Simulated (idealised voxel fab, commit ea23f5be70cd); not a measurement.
The following is a process module called voxel trench capacitor.
This is section cut - it's 260 nm across, gridded in 5 nm square cells.
When this document writes out a cross-section, it uses a grid of square cells and lists it as bands, beginning at the top and moving down, with a band standing for one or more rows of cells.
This entry defines a band. It first specifies the height of the band's top and the height of its bottom in nm, and then specifies the band's materials from left to right, stating each material with its width in nm. The word "throughout" identifies a single material that fills the band from edge to edge, while the word "air" identifies empty space.
All heights in this document are referenced to 0, defined as the level beneath which the wafer, as received, consists entirely of one material. The lowest band is not bounded below; it extends indefinitely downward and is written in the form "0 down".
Think of "30..40" as a width that walks from the first number to the second as you go down the band, top row to bottom row, taking equal-sized steps from row to row.
The designation "nothing got changed", where it is given for a processing step, indicates that no cell of the cross-section was altered in the course of that step.
The entry titled "Closed cavity list" provides the empty spaces that have no open way to the top, restricted to those of 8 cells or more. Each is presented as width x height at distance, the distance being measured from the left edge, with all three in nm.
Heads up: the bit after the settings on a step's line is the simulator's remark on that step.
Steps that use a mask can have "overlay nm" on their line. It says how far the mask sat to the right of where it was meant to be. Negative means to the left.
Everything after this point is organized in pairs: a cross-section before one process step, a cross-section after it that shows only as deep as the lowest changed band, and, under the pair, the intervening step with its settings. Because different runs of this module on the same starting wafer can supply different pairs, a pair continues from the pair above it only if its entry headed "Geometry before processing" says so.

## Geometry before processing
> 0 down | Si throughout
> Closed cavity list: none

## Cross-Section Thereafter
> 5 to 0 | SiN throughout
> Below 0 it's all the same as before, nothing changed down there.
> Closed cavity list: none
Step, pre vs post cross-sections above: CONFORMAL_DEP | material SiN | thk nm 5

Geometry before processing: This step starts from the configuration shown after the step in the pair immediately above.

## Cross-Section Thereafter
> 5 to 0 | SiN 70  air 30  SiN 15  air 30  SiN 15  air 30  SiN 70
> Below 0 it's all the same as before, nothing changed down there.
> Closed cavity list: none
Step, pre vs post cross-sections above: MASKED_ETCH | tone open | mask id TRENCH | width nm 30 | pitch nm 45 | etch materials SiN | depth nm 5 | overlay nm 0

Geometry before processing: This step starts from the configuration shown after the step in the pair immediately above.

## Cross-Section Thereafter
> 5 to 0 | SiN 70  air 30  SiN 15  air 30  SiN 15  air 30  SiN 70
> 0 to -40 | Si 70  air 30  Si 15  air 30  Si 15  air 30  Si 70
> Below -40 it's all the same as before, nothing changed down there.
> Closed cavity list: none
Step, pre vs post cross-sections above: MASKED_ETCH | tone open | mask id TRENCH | width nm 30 | pitch nm 45 | etch materials Si | depth nm 40 | overlay nm 0

Geometry before processing: This step starts from the configuration shown after the step in the pair immediately above.

## Cross-Section Thereafter
> 10 to 5 | Al2O3 75  air 20  Al2O3 25  air 20  Al2O3 25  air 20  Al2O3 75
> 5 to 0 | SiN 70  Al2O3 5  air 20  Al2O3 5  SiN 15  Al2O3 5  air 20  Al2O3 5  SiN 15  Al2O3 5  air 20  Al2O3 5  SiN 70
> 0 to -35 | Si 70  Al2O3 5  air 20  Al2O3 5  Si 15  Al2O3 5  air 20  Al2O3 5  Si 15  Al2O3 5  air 20  Al2O3 5  Si 70
> -35 to -40 | Si 70  Al2O3 30  Si 15  Al2O3 30  Si 15  Al2O3 30  Si 70
> Below -40 it's all the same as before, nothing changed down there.
> Closed cavity list: none
Step, pre vs post cross-sections above: CONFORMAL_DEP | material Al2O3 | thk nm 5

Geometry before processing: This step starts from the configuration shown after the step in the pair immediately above.

## Cross-Section Thereafter
> 15 to 10 | TiN 80  air 10  TiN 35  air 10  TiN 35  air 10  TiN 80
> 10 to 5 | Al2O3 75  TiN 5  air 10  TiN 5  Al2O3 25  TiN 5  air 10  TiN 5  Al2O3 25  TiN 5  air 10  TiN 5  Al2O3 75
> 5 to 0 | SiN 70  Al2O3 5  TiN 5  air 10  TiN 5  Al2O3 5  SiN 15  Al2O3 5  TiN 5  air 10  TiN 5  Al2O3 5  SiN 15  Al2O3 5  TiN 5  air 10  TiN 5  Al2O3 5  SiN 70
> 0 to -30 | Si 70  Al2O3 5  TiN 5  air 10  TiN 5  Al2O3 5  Si 15  Al2O3 5  TiN 5  air 10  TiN 5  Al2O3 5  Si 15  Al2O3 5  TiN 5  air 10  TiN 5  Al2O3 5  Si 70
> -30 to -35 | Si 70  Al2O3 5  TiN 20  Al2O3 5  Si 15  Al2O3 5  TiN 20  Al2O3 5  Si 15  Al2O3 5  TiN 20  Al2O3 5  Si 70
> Below -35 it's all the same as before, nothing changed down there.
> Closed cavity list: none
Step, pre vs post cross-sections above: CONFORMAL_DEP | material TiN | thk nm 5

Geometry before processing: This step starts from the configuration shown after the step in the pair immediately above.

## Cross-Section Thereafter
> 20 to 15 | W throughout
> 15 to 10 | TiN 80  W 10  TiN 35  W 10  TiN 35  W 10  TiN 80
> 10 to 5 | Al2O3 75  TiN 5  W 10  TiN 5  Al2O3 25  TiN 5  W 10  TiN 5  Al2O3 25  TiN 5  W 10  TiN 5  Al2O3 75
> 5 to 0 | SiN 70  Al2O3 5  TiN 5  W 10  TiN 5  Al2O3 5  SiN 15  Al2O3 5  TiN 5  W 10  TiN 5  Al2O3 5  SiN 15  Al2O3 5  TiN 5  W 10  TiN 5  Al2O3 5  SiN 70
> 0 to -30 | Si 70  Al2O3 5  TiN 5  W 10  TiN 5  Al2O3 5  Si 15  Al2O3 5  TiN 5  W 10  TiN 5  Al2O3 5  Si 15  Al2O3 5  TiN 5  W 10  TiN 5  Al2O3 5  Si 70
> Below -30 it's all the same as before, nothing changed down there.
> Closed cavity list: none
Step, pre vs post cross-sections above: FILL_DEP | material W | thk nm 5

Geometry before processing: This step starts from the configuration shown after the step in the pair immediately above.

## Cross-Section Thereafter
> 5 to 0 | SiN 70  Al2O3 5  TiN 5  W 10  TiN 5  Al2O3 5  SiN 15  Al2O3 5  TiN 5  W 10  TiN 5  Al2O3 5  SiN 15  Al2O3 5  TiN 5  W 10  TiN 5  Al2O3 5  SiN 70
> Below 0 it's all the same as before, nothing changed down there.
> Closed cavity list: none
Step, pre vs post cross-sections above: CMP | height nm 5

## Geometry before processing
> 0 down | Si throughout
> Closed cavity list: none

## Cross-Section Thereafter
> 0 to -40 | Si 70  air 30  Si 15  air 30  Si 15  air 30  Si 70
> Below -40 it's all the same as before, nothing changed down there.
> Closed cavity list: none
Step, pre vs post cross-sections above: MASKED_ETCH | tone open | mask id TRENCH | width nm 30 | pitch nm 45 | etch materials Si | depth nm 40 | overlay nm 0

Geometry before processing: This step starts from the configuration shown after the step in the pair immediately above.

## Cross-Section Thereafter
> 5 to 0 | Al2O3 75  air 20  Al2O3 25  air 20  Al2O3 25  air 20  Al2O3 75
> 0 to -35 | Si 70  Al2O3 5  air 20  Al2O3 5  Si 15  Al2O3 5  air 20  Al2O3 5  Si 15  Al2O3 5  air 20  Al2O3 5  Si 70
> -35 to -40 | Si 70  Al2O3 30  Si 15  Al2O3 30  Si 15  Al2O3 30  Si 70
> Below -40 it's all the same as before, nothing changed down there.
> Closed cavity list: none
Step, pre vs post cross-sections above: CONFORMAL_DEP | material Al2O3 | thk nm 5

Geometry before processing: This step starts from the configuration shown after the step in the pair immediately above.

## Cross-Section Thereafter
> 10 to 5 | TiN 80  air 10  TiN 35  air 10  TiN 35  air 10  TiN 80
> 5 to 0 | Al2O3 75  TiN 5  air 10  TiN 5  Al2O3 25  TiN 5  air 10  TiN 5  Al2O3 25  TiN 5  air 10  TiN 5  Al2O3 75
> 0 to -30 | Si 70  Al2O3 5  TiN 5  air 10  TiN 5  Al2O3 5  Si 15  Al2O3 5  TiN 5  air 10  TiN 5  Al2O3 5  Si 15  Al2O3 5  TiN 5  air 10  TiN 5  Al2O3 5  Si 70
> -30 to -35 | Si 70  Al2O3 5  TiN 20  Al2O3 5  Si 15  Al2O3 5  TiN 20  Al2O3 5  Si 15  Al2O3 5  TiN 20  Al2O3 5  Si 70
> Below -35 it's all the same as before, nothing changed down there.
> Closed cavity list: none
Step, pre vs post cross-sections above: CONFORMAL_DEP | material TiN | thk nm 5

Geometry before processing: This step starts from the configuration shown after the step in the pair immediately above.

## Cross-Section Thereafter
> 15 to 10 | W throughout
> 10 to 5 | TiN 80  W 10  TiN 35  W 10  TiN 35  W 10  TiN 80
> 5 to 0 | Al2O3 75  TiN 5  W 10  TiN 5  Al2O3 25  TiN 5  W 10  TiN 5  Al2O3 25  TiN 5  W 10  TiN 5  Al2O3 75
> 0 to -30 | Si 70  Al2O3 5  TiN 5  W 10  TiN 5  Al2O3 5  Si 15  Al2O3 5  TiN 5  W 10  TiN 5  Al2O3 5  Si 15  Al2O3 5  TiN 5  W 10  TiN 5  Al2O3 5  Si 70
> Below -30 it's all the same as before, nothing changed down there.
> Closed cavity list: none
Step, pre vs post cross-sections above: FILL_DEP | material W | thk nm 5

Geometry before processing: This step starts from the configuration shown after the step in the pair immediately above.

## Cross-Section Thereafter
> 5 to 0 | Al2O3 75  TiN 5  W 10  TiN 5  Al2O3 25  TiN 5  W 10  TiN 5  Al2O3 25  TiN 5  W 10  TiN 5  Al2O3 75
> Below 0 it's all the same as before, nothing changed down there.
> Closed cavity list: none
Step, pre vs post cross-sections above: CMP | height nm 5

## Geometry before processing
> 20 to 15 | W throughout
> 15 to 10 | TiN 80  W 10  TiN 35  W 10  TiN 35  W 10  TiN 80
> 10 to 5 | Al2O3 75  TiN 5  W 10  TiN 5  Al2O3 25  TiN 5  W 10  TiN 5  Al2O3 25  TiN 5  W 10  TiN 5  Al2O3 75
> 5 to 0 | SiN 70  Al2O3 5  TiN 5  W 10  TiN 5  Al2O3 5  SiN 15  Al2O3 5  TiN 5  W 10  TiN 5  Al2O3 5  SiN 15  Al2O3 5  TiN 5  W 10  TiN 5  Al2O3 5  SiN 70
> 0 to -30 | Si 70  Al2O3 5  TiN 5  W 10  TiN 5  Al2O3 5  Si 15  Al2O3 5  TiN 5  W 10  TiN 5  Al2O3 5  Si 15  Al2O3 5  TiN 5  W 10  TiN 5  Al2O3 5  Si 70
> -30 to -35 | Si 70  Al2O3 5  TiN 20  Al2O3 5  Si 15  Al2O3 5  TiN 20  Al2O3 5  Si 15  Al2O3 5  TiN 20  Al2O3 5  Si 70
> -35 to -40 | Si 70  Al2O3 30  Si 15  Al2O3 30  Si 15  Al2O3 30  Si 70
> -40 down | Si throughout
> Closed cavity list: none

## Cross-Section Thereafter
> 25 to 15 | W throughout
> Below 15 it's all the same as before, nothing changed down there.
> Closed cavity list: none
Step, pre vs post cross-sections above: FILL_DEP | material W | thk nm 5

Geometry before processing: This step starts from the configuration shown after the step in the pair immediately above.

## Cross-Section Thereafter
> 5 to 0 | SiN 70  Al2O3 5  TiN 5  W 10  TiN 5  Al2O3 5  SiN 15  Al2O3 5  TiN 5  W 10  TiN 5  Al2O3 5  SiN 15  Al2O3 5  TiN 5  W 10  TiN 5  Al2O3 5  SiN 70
> Below 0 it's all the same as before, nothing changed down there.
> Closed cavity list: none
Step, pre vs post cross-sections above: CMP | height nm 5

## Geometry before processing
> 5 to 0 | SiN 70  air 30  SiN 15  air 30  SiN 15  air 30  SiN 70
> 0 to -40 | Si 70  air 30  Si 15  air 30  Si 15  air 30  Si 70
> -40 down | Si throughout
> Closed cavity list: none

## Cross-Section Thereafter
> 10 to 5 | TiN 75  air 20  TiN 25  air 20  TiN 25  air 20  TiN 75
> 5 to 0 | SiN 70  TiN 5  air 20  TiN 5  SiN 15  TiN 5  air 20  TiN 5  SiN 15  TiN 5  air 20  TiN 5  SiN 70
> 0 to -35 | Si 70  TiN 5  air 20  TiN 5  Si 15  TiN 5  air 20  TiN 5  Si 15  TiN 5  air 20  TiN 5  Si 70
> -35 to -40 | Si 70  TiN 30  Si 15  TiN 30  Si 15  TiN 30  Si 70
> Below -40 it's all the same as before, nothing changed down there.
> Closed cavity list: none
Step, pre vs post cross-sections above: CONFORMAL_DEP | material TiN | thk nm 5

Geometry before processing: This step starts from the configuration shown after the step in the pair immediately above.

## Cross-Section Thereafter
> 15 to 10 | Al2O3 80  air 10  Al2O3 35  air 10  Al2O3 35  air 10  Al2O3 80
> 10 to 5 | TiN 75  Al2O3 5  air 10  Al2O3 5  TiN 25  Al2O3 5  air 10  Al2O3 5  TiN 25  Al2O3 5  air 10  Al2O3 5  TiN 75
> 5 to 0 | SiN 70  TiN 5  Al2O3 5  air 10  Al2O3 5  TiN 5  SiN 15  TiN 5  Al2O3 5  air 10  Al2O3 5  TiN 5  SiN 15  TiN 5  Al2O3 5  air 10  Al2O3 5  TiN 5  SiN 70
> 0 to -30 | Si 70  TiN 5  Al2O3 5  air 10  Al2O3 5  TiN 5  Si 15  TiN 5  Al2O3 5  air 10  Al2O3 5  TiN 5  Si 15  TiN 5  Al2O3 5  air 10  Al2O3 5  TiN 5  Si 70
> -30 to -35 | Si 70  TiN 5  Al2O3 20  TiN 5  Si 15  TiN 5  Al2O3 20  TiN 5  Si 15  TiN 5  Al2O3 20  TiN 5  Si 70
> Below -35 it's all the same as before, nothing changed down there.
> Closed cavity list: none
Step, pre vs post cross-sections above: CONFORMAL_DEP | material Al2O3 | thk nm 5

Geometry before processing: This step starts from the configuration shown after the step in the pair immediately above.

## Cross-Section Thereafter
> 20 to 15 | W throughout
> 15 to 10 | Al2O3 80  W 10  Al2O3 35  W 10  Al2O3 35  W 10  Al2O3 80
> 10 to 5 | TiN 75  Al2O3 5  W 10  Al2O3 5  TiN 25  Al2O3 5  W 10  Al2O3 5  TiN 25  Al2O3 5  W 10  Al2O3 5  TiN 75
> 5 to 0 | SiN 70  TiN 5  Al2O3 5  W 10  Al2O3 5  TiN 5  SiN 15  TiN 5  Al2O3 5  W 10  Al2O3 5  TiN 5  SiN 15  TiN 5  Al2O3 5  W 10  Al2O3 5  TiN 5  SiN 70
> 0 to -30 | Si 70  TiN 5  Al2O3 5  W 10  Al2O3 5  TiN 5  Si 15  TiN 5  Al2O3 5  W 10  Al2O3 5  TiN 5  Si 15  TiN 5  Al2O3 5  W 10  Al2O3 5  TiN 5  Si 70
> Below -30 it's all the same as before, nothing changed down there.
> Closed cavity list: none
Step, pre vs post cross-sections above: FILL_DEP | material W | thk nm 5

Geometry before processing: This step starts from the configuration shown after the step in the pair immediately above.

## Cross-Section Thereafter
> 5 to 0 | SiN 70  TiN 5  Al2O3 5  W 10  Al2O3 5  TiN 5  SiN 15  TiN 5  Al2O3 5  W 10  Al2O3 5  TiN 5  SiN 15  TiN 5  Al2O3 5  W 10  Al2O3 5  TiN 5  SiN 70
> Below 0 it's all the same as before, nothing changed down there.
> Closed cavity list: none
Step, pre vs post cross-sections above: CMP | height nm 5

## Geometry before processing
> 5 to 0 | SiN 70  air 30  SiN 15  air 30  SiN 15  air 30  SiN 70
> 0 down | Si throughout
> Closed cavity list: none

## Cross-Section Thereafter
> 5 to 0 | SiN 70  air 30  SiN 15  air 30  SiN 15  air 30  SiN 70
> 0 to -30 | Si 70  air 30  Si 15  air 30  Si 15  air 30  Si 70
> Below -30 it's all the same as before, nothing changed down there.
> Closed cavity list: none
Step, pre vs post cross-sections above: MASKED_ETCH | tone open | mask id TRENCH | width nm 30 | pitch nm 45 | etch materials Si | depth nm 30 | overlay nm 0

Geometry before processing: This step starts from the configuration shown after the step in the pair immediately above.

## Cross-Section Thereafter
> 10 to 5 | Al2O3 75  air 20  Al2O3 25  air 20  Al2O3 25  air 20  Al2O3 75
> 5 to 0 | SiN 70  Al2O3 5  air 20  Al2O3 5  SiN 15  Al2O3 5  air 20  Al2O3 5  SiN 15  Al2O3 5  air 20  Al2O3 5  SiN 70
> 0 to -25 | Si 70  Al2O3 5  air 20  Al2O3 5  Si 15  Al2O3 5  air 20  Al2O3 5  Si 15  Al2O3 5  air 20  Al2O3 5  Si 70
> -25 to -30 | Si 70  Al2O3 30  Si 15  Al2O3 30  Si 15  Al2O3 30  Si 70
> Below -30 it's all the same as before, nothing changed down there.
> Closed cavity list: none
Step, pre vs post cross-sections above: CONFORMAL_DEP | material Al2O3 | thk nm 5

Geometry before processing: This step starts from the configuration shown after the step in the pair immediately above.

## Cross-Section Thereafter
> 15 to 10 | TiN 80  air 10  TiN 35  air 10  TiN 35  air 10  TiN 80
> 10 to 5 | Al2O3 75  TiN 5  air 10  TiN 5  Al2O3 25  TiN 5  air 10  TiN 5  Al2O3 25  TiN 5  air 10  TiN 5  Al2O3 75
> 5 to 0 | SiN 70  Al2O3 5  TiN 5  air 10  TiN 5  Al2O3 5  SiN 15  Al2O3 5  TiN 5  air 10  TiN 5  Al2O3 5  SiN 15  Al2O3 5  TiN 5  air 10  TiN 5  Al2O3 5  SiN 70
> 0 to -20 | Si 70  Al2O3 5  TiN 5  air 10  TiN 5  Al2O3 5  Si 15  Al2O3 5  TiN 5  air 10  TiN 5  Al2O3 5  Si 15  Al2O3 5  TiN 5  air 10  TiN 5  Al2O3 5  Si 70
> -20 to -25 | Si 70  Al2O3 5  TiN 20  Al2O3 5  Si 15  Al2O3 5  TiN 20  Al2O3 5  Si 15  Al2O3 5  TiN 20  Al2O3 5  Si 70
> Below -25 it's all the same as before, nothing changed down there.
> Closed cavity list: none
Step, pre vs post cross-sections above: CONFORMAL_DEP | material TiN | thk nm 5

Geometry before processing: This step starts from the configuration shown after the step in the pair immediately above.

## Cross-Section Thereafter
> 20 to 15 | W throughout
> 15 to 10 | TiN 80  W 10  TiN 35  W 10  TiN 35  W 10  TiN 80
> 10 to 5 | Al2O3 75  TiN 5  W 10  TiN 5  Al2O3 25  TiN 5  W 10  TiN 5  Al2O3 25  TiN 5  W 10  TiN 5  Al2O3 75
> 5 to 0 | SiN 70  Al2O3 5  TiN 5  W 10  TiN 5  Al2O3 5  SiN 15  Al2O3 5  TiN 5  W 10  TiN 5  Al2O3 5  SiN 15  Al2O3 5  TiN 5  W 10  TiN 5  Al2O3 5  SiN 70
> 0 to -20 | Si 70  Al2O3 5  TiN 5  W 10  TiN 5  Al2O3 5  Si 15  Al2O3 5  TiN 5  W 10  TiN 5  Al2O3 5  Si 15  Al2O3 5  TiN 5  W 10  TiN 5  Al2O3 5  Si 70
> Below -20 it's all the same as before, nothing changed down there.
> Closed cavity list: none
Step, pre vs post cross-sections above: FILL_DEP | material W | thk nm 5

Geometry before processing: This step starts from the configuration shown after the step in the pair immediately above.

## Cross-Section Thereafter
> 5 to 0 | SiN 70  Al2O3 5  TiN 5  W 10  TiN 5  Al2O3 5  SiN 15  Al2O3 5  TiN 5  W 10  TiN 5  Al2O3 5  SiN 15  Al2O3 5  TiN 5  W 10  TiN 5  Al2O3 5  SiN 70
> Below 0 it's all the same as before, nothing changed down there.
> Closed cavity list: none
Step, pre vs post cross-sections above: CMP | height nm 5

## Geometry before processing
> 5 to 0 | SiN throughout
> 0 down | Si throughout
> Closed cavity list: none

## Cross-Section Thereafter
> 5 to 0 | SiN 75  air 25  SiN 20  air 25  SiN 20  air 25  SiN 70
> Below 0 it's all the same as before, nothing changed down there.
> Closed cavity list: none
Step, pre vs post cross-sections above: MASKED_ETCH | tone open | mask id TRENCH | width nm 25 | pitch nm 45 | etch materials SiN | depth nm 5 | overlay nm 0

Geometry before processing: This step starts from the configuration shown after the step in the pair immediately above.

## Cross-Section Thereafter
> 5 to 0 | SiN 75  air 25  SiN 20  air 25  SiN 20  air 25  SiN 70
> 0 to -40 | Si 75  air 25  Si 20  air 25  Si 20  air 25  Si 70
> Below -40 it's all the same as before, nothing changed down there.
> Closed cavity list: none
Step, pre vs post cross-sections above: MASKED_ETCH | tone open | mask id TRENCH | width nm 30 | pitch nm 45 | etch materials Si | depth nm 40 | overlay nm 0

Geometry before processing: This step starts from the configuration shown after the step in the pair immediately above.

## Cross-Section Thereafter
> 10 to 5 | Al2O3 80  air 15  Al2O3 30  air 15  Al2O3 30  air 15  Al2O3 75
> 5 to 0 | SiN 75  Al2O3 5  air 15  Al2O3 5  SiN 20  Al2O3 5  air 15  Al2O3 5  SiN 20  Al2O3 5  air 15  Al2O3 5  SiN 70
> 0 to -35 | Si 75  Al2O3 5  air 15  Al2O3 5  Si 20  Al2O3 5  air 15  Al2O3 5  Si 20  Al2O3 5  air 15  Al2O3 5  Si 70
> -35 to -40 | Si 75  Al2O3 25  Si 20  Al2O3 25  Si 20  Al2O3 25  Si 70
> Below -40 it's all the same as before, nothing changed down there.
> Closed cavity list: none
Step, pre vs post cross-sections above: CONFORMAL_DEP | material Al2O3 | thk nm 5

Geometry before processing: This step starts from the configuration shown after the step in the pair immediately above.

## Cross-Section Thereafter
> 15 to 10 | TiN 85  air 5  TiN 40  air 5  TiN 40  air 5  TiN 80
> 10 to 5 | Al2O3 80  TiN 5  air 5  TiN 5  Al2O3 30  TiN 5  air 5  TiN 5  Al2O3 30  TiN 5  air 5  TiN 5  Al2O3 75
> 5 to 0 | SiN 75  Al2O3 5  TiN 5  air 5  TiN 5  Al2O3 5  SiN 20  Al2O3 5  TiN 5  air 5  TiN 5  Al2O3 5  SiN 20  Al2O3 5  TiN 5  air 5  TiN 5  Al2O3 5  SiN 70
> 0 to -30 | Si 75  Al2O3 5  TiN 5  air 5  TiN 5  Al2O3 5  Si 20  Al2O3 5  TiN 5  air 5  TiN 5  Al2O3 5  Si 20  Al2O3 5  TiN 5  air 5  TiN 5  Al2O3 5  Si 70
> -30 to -35 | Si 75  Al2O3 5  TiN 15  Al2O3 5  Si 20  Al2O3 5  TiN 15  Al2O3 5  Si 20  Al2O3 5  TiN 15  Al2O3 5  Si 70
> Below -35 it's all the same as before, nothing changed down there.
> Closed cavity list: none
Step, pre vs post cross-sections above: CONFORMAL_DEP | material TiN | thk nm 5

Geometry before processing: This step starts from the configuration shown after the step in the pair immediately above.

## Cross-Section Thereafter
> 20 to 15 | W throughout
> 15 to 10 | TiN 85  W 5  TiN 40  W 5  TiN 40  W 5  TiN 80
> 10 to 5 | Al2O3 80  TiN 5  W 5  TiN 5  Al2O3 30  TiN 5  W 5  TiN 5  Al2O3 30  TiN 5  W 5  TiN 5  Al2O3 75
> 5 to 0 | SiN 75  Al2O3 5  TiN 5  W 5  TiN 5  Al2O3 5  SiN 20  Al2O3 5  TiN 5  W 5  TiN 5  Al2O3 5  SiN 20  Al2O3 5  TiN 5  W 5  TiN 5  Al2O3 5  SiN 70
> 0 to -30 | Si 75  Al2O3 5  TiN 5  W 5  TiN 5  Al2O3 5  Si 20  Al2O3 5  TiN 5  W 5  TiN 5  Al2O3 5  Si 20  Al2O3 5  TiN 5  W 5  TiN 5  Al2O3 5  Si 70
> Below -30 it's all the same as before, nothing changed down there.
> Closed cavity list: none
Step, pre vs post cross-sections above: FILL_DEP | material W | thk nm 5

Geometry before processing: This step starts from the configuration shown after the step in the pair immediately above.

## Cross-Section Thereafter
> 5 to 0 | SiN 75  Al2O3 5  TiN 5  W 5  TiN 5  Al2O3 5  SiN 20  Al2O3 5  TiN 5  W 5  TiN 5  Al2O3 5  SiN 20  Al2O3 5  TiN 5  W 5  TiN 5  Al2O3 5  SiN 70
> Below 0 it's all the same as before, nothing changed down there.
> Closed cavity list: none
Step, pre vs post cross-sections above: CMP | height nm 5

## Geometry before processing
> 5 to 0 | SiN 70  air 30  SiN 15  air 30  SiN 15  air 30  SiN 70
> 0 down | Si throughout
> Closed cavity list: none

## Cross-Section Thereafter
> 5 to 0 | SiN 70  air 30  SiN 15  air 30  SiN 15  air 30  SiN 70
> 0 to -40 | Si 80  air 20  Si 25  air 20  Si 25  air 20  Si 70
> Below -40 it's all the same as before, nothing changed down there.
> Closed cavity list: none
Step, pre vs post cross-sections above: MASKED_ETCH | tone open | mask id TRENCH | width nm 30 | pitch nm 45 | etch materials Si | depth nm 40 | overlay nm 10

Geometry before processing: This step starts from the configuration shown after the step in the pair immediately above.

## Cross-Section Thereafter
> 10 to 5 | Al2O3 75  air 20  Al2O3 25  air 20  Al2O3 25  air 20  Al2O3 75
> 5 to 0 | SiN 70  Al2O3 15  air 10  Al2O3 5  SiN 15  Al2O3 15  air 10  Al2O3 5  SiN 15  Al2O3 15  air 10  Al2O3 5  SiN 70
> 0 to -35 | Si 80  Al2O3 5  air 10  Al2O3 5  Si 25  Al2O3 5  air 10  Al2O3 5  Si 25  Al2O3 5  air 10  Al2O3 5  Si 70
> -35 to -40 | Si 80  Al2O3 20  Si 25  Al2O3 20  Si 25  Al2O3 20  Si 70
> Below -40 it's all the same as before, nothing changed down there.
> Closed cavity list: none
Step, pre vs post cross-sections above: CONFORMAL_DEP | material Al2O3 | thk nm 5

Geometry before processing: This step starts from the configuration shown after the step in the pair immediately above.

## Cross-Section Thereafter
> 15 to 10 | TiN 80  air 10  TiN 35  air 10  TiN 35  air 10  TiN 80
> 10 to 5 | Al2O3 75  TiN 20  Al2O3 25  TiN 20  Al2O3 25  TiN 20  Al2O3 75
> 5 to 0 | SiN 70  Al2O3 15  TiN 10  Al2O3 5  SiN 15  Al2O3 15  TiN 10  Al2O3 5  SiN 15  Al2O3 15  TiN 10  Al2O3 5  SiN 70
> 0 to -35 | Si 80  Al2O3 5  TiN 10  Al2O3 5  Si 25  Al2O3 5  TiN 10  Al2O3 5  Si 25  Al2O3 5  TiN 10  Al2O3 5  Si 70
> Below -35 it's all the same as before, nothing changed down there.
> Closed cavity list: none
Step, pre vs post cross-sections above: CONFORMAL_DEP | material TiN | thk nm 5

Geometry before processing: This step starts from the configuration shown after the step in the pair immediately above.

## Cross-Section Thereafter
> 20 to 15 | W throughout
> 15 to 10 | TiN 80  W 10  TiN 35  W 10  TiN 35  W 10  TiN 80
> Below 10 it's all the same as before, nothing changed down there.
> Closed cavity list: none
Step, pre vs post cross-sections above: FILL_DEP | material W | thk nm 5

Geometry before processing: This step starts from the configuration shown after the step in the pair immediately above.

## Cross-Section Thereafter
> 5 to 0 | SiN 70  Al2O3 15  TiN 10  Al2O3 5  SiN 15  Al2O3 15  TiN 10  Al2O3 5  SiN 15  Al2O3 15  TiN 10  Al2O3 5  SiN 70
> Below 0 it's all the same as before, nothing changed down there.
> Closed cavity list: none
Step, pre vs post cross-sections above: CMP | height nm 5

## Geometry before processing
> 15 to 10 | TiN 80  air 10  TiN 35  air 10  TiN 35  air 10  TiN 80
> 10 to 5 | Al2O3 75  TiN 5  air 10  TiN 5  Al2O3 25  TiN 5  air 10  TiN 5  Al2O3 25  TiN 5  air 10  TiN 5  Al2O3 75
> 5 to 0 | SiN 70  Al2O3 5  TiN 5  air 10  TiN 5  Al2O3 5  SiN 15  Al2O3 5  TiN 5  air 10  TiN 5  Al2O3 5  SiN 15  Al2O3 5  TiN 5  air 10  TiN 5  Al2O3 5  SiN 70
> 0 to -30 | Si 70  Al2O3 5  TiN 5  air 10  TiN 5  Al2O3 5  Si 15  Al2O3 5  TiN 5  air 10  TiN 5  Al2O3 5  Si 15  Al2O3 5  TiN 5  air 10  TiN 5  Al2O3 5  Si 70
> -30 to -35 | Si 70  Al2O3 5  TiN 20  Al2O3 5  Si 15  Al2O3 5  TiN 20  Al2O3 5  Si 15  Al2O3 5  TiN 20  Al2O3 5  Si 70
> -35 to -40 | Si 70  Al2O3 30  Si 15  Al2O3 30  Si 15  Al2O3 30  Si 70
> -40 down | Si throughout
> Closed cavity list: none

## Cross-Section Thereafter
> 20 to 15 | SiN throughout
> 15 to 10 | TiN 80  SiN 10  TiN 35  SiN 10  TiN 35  SiN 10  TiN 80
> 10 to 5 | Al2O3 75  TiN 5  SiN 10  TiN 5  Al2O3 25  TiN 5  SiN 10  TiN 5  Al2O3 25  TiN 5  SiN 10  TiN 5  Al2O3 75
> 5 to 0 | SiN 70  Al2O3 5  TiN 5  SiN 10  TiN 5  Al2O3 5  SiN 15  Al2O3 5  TiN 5  SiN 10  TiN 5  Al2O3 5  SiN 15  Al2O3 5  TiN 5  SiN 10  TiN 5  Al2O3 5  SiN 70
> 0 to -30 | Si 70  Al2O3 5  TiN 5  SiN 10  TiN 5  Al2O3 5  Si 15  Al2O3 5  TiN 5  SiN 10  TiN 5  Al2O3 5  Si 15  Al2O3 5  TiN 5  SiN 10  TiN 5  Al2O3 5  Si 70
> Below -30 it's all the same as before, nothing changed down there.
> Closed cavity list: none
Step, pre vs post cross-sections above: FILL_DEP | material SiN | thk nm 5

Geometry before processing: This step starts from the configuration shown after the step in the pair immediately above.

## Cross-Section Thereafter
> 5 to 0 | SiN 70  Al2O3 5  TiN 5  SiN 10  TiN 5  Al2O3 5  SiN 15  Al2O3 5  TiN 5  SiN 10  TiN 5  Al2O3 5  SiN 15  Al2O3 5  TiN 5  SiN 10  TiN 5  Al2O3 5  SiN 70
> Below 0 it's all the same as before, nothing changed down there.
> Closed cavity list: none
Step, pre vs post cross-sections above: CMP | height nm 5

## Geometry before processing
> 5 to 0 | SiN throughout
> 0 down | Si throughout
> Closed cavity list: none

## Cross-Section Thereafter
> 5 to 0 | air 70  SiN 30  air 15  SiN 30  air 15  SiN 30  air 70
> Below 0 it's all the same as before, nothing changed down there.
> Closed cavity list: none
Step, pre vs post cross-sections above: MASKED_ETCH | tone cover | mask id TRENCH | width nm 30 | pitch nm 45 | etch materials SiN | depth nm 5 | overlay nm 0

Geometry before processing: This step starts from the configuration shown after the step in the pair immediately above.

## Cross-Section Thereafter
> 10 to 5 | air 65  Al2O3 40  air 5  Al2O3 40  air 5  Al2O3 40  air 65
> 5 to 0 | Al2O3 70  SiN 30  Al2O3 15  SiN 30  Al2O3 15  SiN 30  Al2O3 70
> Below 0 it's all the same as before, nothing changed down there.
> Closed cavity list: none
Step, pre vs post cross-sections above: CONFORMAL_DEP | material Al2O3 | thk nm 5

Geometry before processing: This step starts from the configuration shown after the step in the pair immediately above.

## Cross-Section Thereafter
> 15 to 10 | air 60  TiN 140  air 60
> 10 to 5 | TiN 65  Al2O3 40  TiN 5  Al2O3 40  TiN 5  Al2O3 40  TiN 65
> Below 5 it's all the same as before, nothing changed down there.
> Closed cavity list: none
Step, pre vs post cross-sections above: CONFORMAL_DEP | material TiN | thk nm 5

Geometry before processing: This step starts from the configuration shown after the step in the pair immediately above.

## Cross-Section Thereafter
> 20 to 15 | W throughout
> 15 to 10 | W 60  TiN 140  W 60
> Below 10 it's all the same as before, nothing changed down there.
> Closed cavity list: none
Step, pre vs post cross-sections above: FILL_DEP | material W | thk nm 5
